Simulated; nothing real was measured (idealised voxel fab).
process module | voxel capacitor over wiring
cross-section cut | 175 nm wide | cells 5 nm
A cross-section is a grid of square cells, given in bands from the top down. A band is one or more rows of cells.
Each band's line starts with the height of the band's top and of its bottom, in nm. Then come its materials from left to right, each with its width in nm. One material with "throughout" fills the band from edge to edge. "air" is empty space.
Height 0 is the level under which the wafer as received is all one material. The lowest band goes on downwards, as in "0 down".
A width such as "30 to 40" changes by the same amount from each row of cells to the next, from the band's top row to its bottom row.
"no change" after a step means that no cell of the cross-section changed.
closed voids: empty space of 8 cells or more with no open way to the top, each as width x height at its distance from the left edge, in nm
after a step's settings: what the simulator itself notes on the step
overlay nm, on a step with a mask: how far to the right of its planned place the mask lay; to the left if negative
plan
1 op RECEIVE | material Si
2 op CONFORMAL_DEP | material SiO2 | thk nm 10
3 op DIRECTIONAL_DEP | material TiN | thk nm 5
4 op DIRECTIONAL_DEP | material W | thk nm 20
5 op DIRECTIONAL_DEP | material aC | thk nm 10
6 op PATTERN | tone cover | mask id METAL_1 | material resist | width nm 30 | pitch nm 80 | thk nm 25 | overlay nm 0
7 op DIRECTIONAL_ETCH | etch materials aC | depth nm 10
8 op STRIP | etch materials resist
9 op DIRECTIONAL_ETCH | etch materials W | depth nm 20
10 op DIRECTIONAL_ETCH | etch materials TiN | depth nm 5
11 op STRIP | etch materials aC
12 op CONFORMAL_DEP | material SiCN | thk nm 5
13 op FILL_DEP | material lowk | thk nm 10
14 op CMP | height nm 35
15 op CONFORMAL_DEP | material SiCN | thk nm 5
16 op DIRECTIONAL_DEP | material lowk | thk nm 10
17 op PATTERN | tone open | mask id PLUG_1 | material resist | width nm 15 | thk nm 15 | overlay nm 0
18 op DIRECTIONAL_ETCH | etch materials lowk | depth nm 10
19 op DIRECTIONAL_ETCH | etch materials SiCN | depth nm 5
20 op STRIP | etch materials resist
21 op EPI | material Ru | thk nm 10
22 op EPI | material Ru | thk nm 5
23 op DIRECTIONAL_DEP | material TiN | thk nm 10
24 op DIRECTIONAL_DEP | material SiN | thk nm 5
25 op DIRECTIONAL_DEP | material TiN | thk nm 10
26 op PATTERN | tone cover | mask id UPPER_PLATE | material resist | width nm 55 | thk nm 15 | overlay nm 0
27 op DIRECTIONAL_ETCH | etch materials TiN | depth nm 10
28 op DIRECTIONAL_ETCH | etch materials SiN | depth nm 5
29 op STRIP | etch materials resist
30 op MASKED_ETCH | tone cover | mask id LOWER_PLATE | width nm 65 | etch materials TiN | depth nm 10 | overlay nm 0
31 op FILL_DEP | material SiO2 | thk nm 20
32 op CMP | height nm 90
33 op PATTERN | tone open | mask id PLUG_2 | material resist | width nm 15 | thk nm 15 | overlay nm 0
34 op DIRECTIONAL_ETCH | etch materials SiO2 | depth nm 15
35 op STRIP | etch materials resist
36 op CONFORMAL_DEP | material TiN | thk nm 5
37 op FILL_DEP | material Ru | thk nm 10
38 op CMP | height nm 90
39 op CONFORMAL_DEP | material SiCN | thk nm 5
as received, after step 1
  0 down: Si throughout
  closed voids: none
a wafer at the end: this start, this plan, one mistake
  95 to 90: SiCN throughout
  90 to 80: SiO2 55 | TiN 5 | Ru 5 | TiN 5 | SiO2 105
  80 to 75: SiO2 55 | TiN 15 | SiO2 105
  75 to 65: SiO2 40 | TiN 5 | SiO2 55 | TiN 5 | SiO2 70
  65 to 60: SiN 45 | SiO2 55 | SiN 75
  60 to 50: TiN throughout
  50 to 40: lowk 45 | Ru 15 | lowk 115
  40 to 35: SiCN 45 | Ru 15 | SiCN 115
  35 to 15: lowk 25 | SiCN 5 | W 30 | SiCN 5 | lowk 40 | SiCN 5 | W 30 | SiCN 5 | lowk 30
  15 to 10: SiCN 30 | TiN 30 | SiCN 50 | TiN 30 | SiCN 35
  10 to 0: SiO2 throughout
  0 down: Si throughout
  closed voids: none
what went wrong: step 26 ran as: op PATTERN | tone open | mask id UPPER_PLATE | material resist | width nm 55 | thk nm 15 | overlay nm 0
